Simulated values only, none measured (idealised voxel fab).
process module | voxel double patterning
cross-section cut | 275 nm wide | cells 5 nm
A cross-section is a grid of square cells, given in bands from the top down. A band is one or more rows of cells.
Each band's line starts with the height of the band's top and of its bottom, in nm. Then come its materials from left to right, each with its width in nm. One material with "throughout" fills the band from edge to edge. "air" is empty space.
Height 0 is the level under which the wafer as received is all one material. The lowest band goes on downwards, as in "0 down".
A width such as "30 to 40" changes by the same amount from each row of cells to the next, from the band's top row to its bottom row.
"no change" after a step means that no cell of the cross-section changed.
closed voids: empty space of 8 cells or more with no open way to the top, each as width x height at its distance from the left edge, in nm
after a step's settings: what the simulator itself notes on the step
overlay nm, on a step with a mask: how far to the right of its planned place the mask lay; to the left if negative
plan
1 op RECEIVE | material Si
2 op CONFORMAL_DEP | material SiO2 | thk nm 10
3 op DIRECTIONAL_DEP | material W | thk nm 15
4 op DIRECTIONAL_DEP | material SiCN | thk nm 5
5 op PATTERN | tone open | mask id FIRST | material resist | width nm 15 | pitch nm 50 | thk nm 15 | overlay nm 0
6 op DIRECTIONAL_ETCH | etch materials SiCN | depth nm 5
7 op STRIP | etch materials resist
8 op PATTERN | tone open | mask id SECOND | material resist | width nm 15 | pitch nm 50 | thk nm 15 | overlay nm 0
9 op DIRECTIONAL_ETCH | etch materials SiCN | depth nm 5
10 op STRIP | etch materials resist
11 op DIRECTIONAL_ETCH | etch materials W | depth nm 15
12 op STRIP | etch materials SiCN
varied across the wafers: thk nm of step 4. The plan shows the first wafer's value. All wafers start alike
first wafer as received, after step 1
  0 down: Si throughout
  closed voids: none
each wafer at the end: cells of each material gained (+) or lost (-) since it was received, then its closed voids
thk nm 5 | +110 SiO2 | +120 W | closed voids: none
thk nm 10 | +110 SiO2 | +165 W | closed voids: none
thk nm 15 | +110 SiO2 | +165 W | closed voids: none
thk nm 20 | +110 SiO2 | +165 W | closed voids: none
